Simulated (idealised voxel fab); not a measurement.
process module | voxel ribs on slabs
cross-section cut | 240 nm wide | cells 5 nm
A cross-section is a grid of square cells, given in bands from the top down. A band is one or more rows of cells.
Each band's line starts with the height of the band's top and of its bottom, in nm. Then come its materials from left to right, each with its width in nm. One material with "throughout" fills the band from edge to edge. "air" is empty space.
Height 0 is the level under which the wafer as received is all one material. The lowest band goes on downwards, as in "0 down".
A width such as "30 to 40" changes by the same amount from each row of cells to the next, from the band's top row to its bottom row.
"no change" after a step means that no cell of the cross-section changed.
closed voids: empty space of 8 cells or more with no open way to the top, each as width x height at its distance from the left edge, in nm
after a step's settings: what the simulator itself notes on the step
overlay nm, on a step with a mask: how far to the right of its planned place the mask lay; to the left if negative
plan
1 op RECEIVE | material Si
2 op DIRECTIONAL_DEP | material SiO2 | thk nm 30
3 op DIRECTIONAL_DEP | material SiN | thk nm 20
4 op MASKED_ETCH | tone cover | mask id RIB | width nm 30 | etch materials SiN | depth nm 10 | overlay nm 0
5 op PATTERN | tone cover | mask id SLAB | material resist | width nm 60 | thk nm 20 | overlay nm 0
6 op DIRECTIONAL_ETCH | etch materials SiN | depth nm 10
7 op STRIP | etch materials resist
8 op FILL_DEP | material SiO2 | thk nm 20
9 op CMP | height nm 60
10 op DIRECTIONAL_DEP | material TiN | thk nm 10
11 op MASKED_ETCH | tone cover | mask id HEATER | width nm 40 | etch materials TiN | depth nm 10 | overlay nm 0
12 op CONFORMAL_DEP | material SiO2 | thk nm 5
first wafer, as planned
as received, after step 1
  0 down: Si throughout
  closed voids: none
after step 2
  30 to 0: SiO2 throughout
  below 0: unchanged
after step 3
  50 to 30: SiN throughout
  below 30: unchanged
after step 4
  50 to 40: air 105 | SiN 30 | air 105
  below 40: unchanged
after step 5
  70 to 50: air 90 | resist 60 | air 90
  50 to 40: air 90 | resist 15 | SiN 30 | resist 15 | air 90
  below 40: unchanged
after step 6
  70 to 50: air 90 | resist 60 | air 90
  50 to 40: air 90 | resist 15 | SiN 30 | resist 15 | air 90
  40 to 30: air 90 | SiN 60 | air 90
  below 30: unchanged
after step 7
  50 to 40: air 105 | SiN 30 | air 105
  below 40: unchanged
after step 8
  70 to 50: SiO2 throughout
  50 to 40: SiO2 105 | SiN 30 | SiO2 105
  40 to 30: SiO2 90 | SiN 60 | SiO2 90
  below 30: unchanged
after step 9
  60 to 50: SiO2 throughout
  below 50: unchanged
after step 10
  70 to 60: TiN throughout
  below 60: unchanged
after step 11
  70 to 60: air 100 | TiN 40 | air 100
  below 60: unchanged
after step 12
  75 to 70: air 95 | SiO2 50 | air 95
  70 to 65: air 95 | SiO2 5 | TiN 40 | SiO2 5 | air 95
  65 to 60: SiO2 100 | TiN 40 | SiO2 100
  below 60: unchanged
second wafer: like start, like plan, one mistake. Through step 11 it matches the first wafer
when step 12 should have ended
  85 to 75: air 85 | SiO2 70 | air 85
  75 to 70: SiO2 throughout
  70 to 60: SiO2 100 | TiN 40 | SiO2 100
  below 60: unchanged
what went wrong: step 12 ran as: op CONFORMAL_DEP | material SiO2 | thk nm 15
at the end the second wafer has, in cells: 104 more of SiO2
